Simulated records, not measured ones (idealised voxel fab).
Title: Process Module voxel self aligned contacts
Section shown: cut. Width: 280 nm. Cell size: 5 nm, square.
Cross-section spec: square-cell grid; bands listed top down; each band is one or more rows.
Heights first: top, then bottom, in nm. Then materials, left to right, each with a width in nm. "everywhere" on a single material: fills the band edge to edge. "empty": empty space.
It should be noted that heights are counted from 0, beneath which the wafer as supplied is of one material throughout, and that the lowest band possesses no lower boundary but continues downward, as written in "0..down".
A two-number width, for instance "30 to 40", indicates that the width is equal to the first number in the top row of the band and to the second number in the bottom row, and that it changes by a constant amount per row of cells.
"nothing altered", as given for a step, is the statement that not any cell of the cross-section underwent a change during that step.
"Closed void catalog" - sealed voids, min. 8 cells, no opening to top; format: width x height at distance (distance from left edge; nm throughout).
Post-settings text on a step line: simulator's own remark regarding the step.
"overlay nm" answers the question of how far to the right of plan the mask lay on a step that has a mask, and when it is negative the answer is to the left.

-- Set out below are the planned steps of the process
| 1 | RECEIVE | material Si |
| 2 | CONFORMAL_DEP | material SiO2 | thk nm 5 |
| 3 | DIRECTIONAL_DEP | material polySi | thk nm 20 |
| 4 | DIRECTIONAL_DEP | material SiN | thk nm 20 |
| 5 | MASKED_ETCH | tone cover | mask id GATE | width nm 25 | pitch nm 55 | etch materials SiN | depth nm 20 | overlay nm 0 |
| 6 | MASKED_ETCH | tone cover | mask id GATE | width nm 25 | pitch nm 55 | etch materials polySi | depth nm 20 | overlay nm 0 |
| 7 | CONFORMAL_DEP | material SiN | thk nm 5 |
| 8 | DIRECTIONAL_ETCH | etch materials SiN | depth nm 5 |
| 9 | FILL_DEP | material SiO2 | thk nm 15 |
| 10 | CMP | height nm 50 |
| 11 | MASKED_ETCH | tone open | mask id CONTACT | width nm 40 | pitch nm 55 | etch materials SiO2 | depth nm 50 | overlay nm 0 |
| 12 | CONFORMAL_DEP | material TiN | thk nm 5 |
| 13 | FILL_DEP | material W | thk nm 5 |
| 14 | CMP | height nm 50 |
| 15 | CONFORMAL_DEP | material SiCN | thk nm 5 |

-- Step 1 complete: cross-section of the wafer as received
	0..down: Si everywhere
	Closed void catalog: none

-- End-of-module cross-section of the first of two wafers, processed as planned
	55..50: SiCN everywhere
	50..45: SiO2: 90, then TiN: 15, then W: 10, then TiN: 15, then SiO2: 15, then TiN: 15, then W: 10, then TiN: 15, then SiO2: 95
	45..25: SiO2: 65, then SiN: 35, then TiN: 5, then W: 10, then TiN: 5, then SiN: 35, then TiN: 5, then W: 10, then TiN: 5, then SiN: 35, then SiO2: 70
	25..5: SiO2: 65, then SiN: 5, then polySi: 25, then SiN: 5, then TiN: 5, then W: 10, then TiN: 5, then SiN: 5, then polySi: 25, then SiN: 5, then TiN: 5, then W: 10, then TiN: 5, then SiN: 5, then polySi: 25, then SiN: 5, then SiO2: 70
	5..0: SiO2: 100, then TiN: 20, then SiO2: 35, then TiN: 20, then SiO2: 105
	0..down: Si everywhere
	Closed void catalog: none

-- Presented here is a cross-section of the second of the two wafers as it stood at the end of the module. It was started in the same manner and assigned the same plan as the first wafer; however, one mistake was made in its execution
	55..50: SiCN everywhere
	50..45: SiO2: 90, then TiN: 40, then SiO2: 15, then TiN: 40, then SiO2: 95
	45..25: SiN: 75, then SiO2: 15, then SiN: 40, then SiO2: 15, then SiN: 40, then SiO2: 15, then SiN: 80
	25..5: polySi everywhere
	5..0: SiO2 everywhere
	0..down: Si everywhere
	Closed void catalog: none
What went wrong in running the wafer? rather than as planned, step 5 actually ran as MASKED_ETCH | tone open | mask id GATE | width nm 25 | pitch nm 55 | etch materials SiN | depth nm 20 | overlay nm 0
Final difference in cells, second wafer against first, listed per material as more or fewer: SiN: 80 more, SiO2: 172 fewer, TiN: 36 fewer, W: 36 fewer, polySi: 164 more
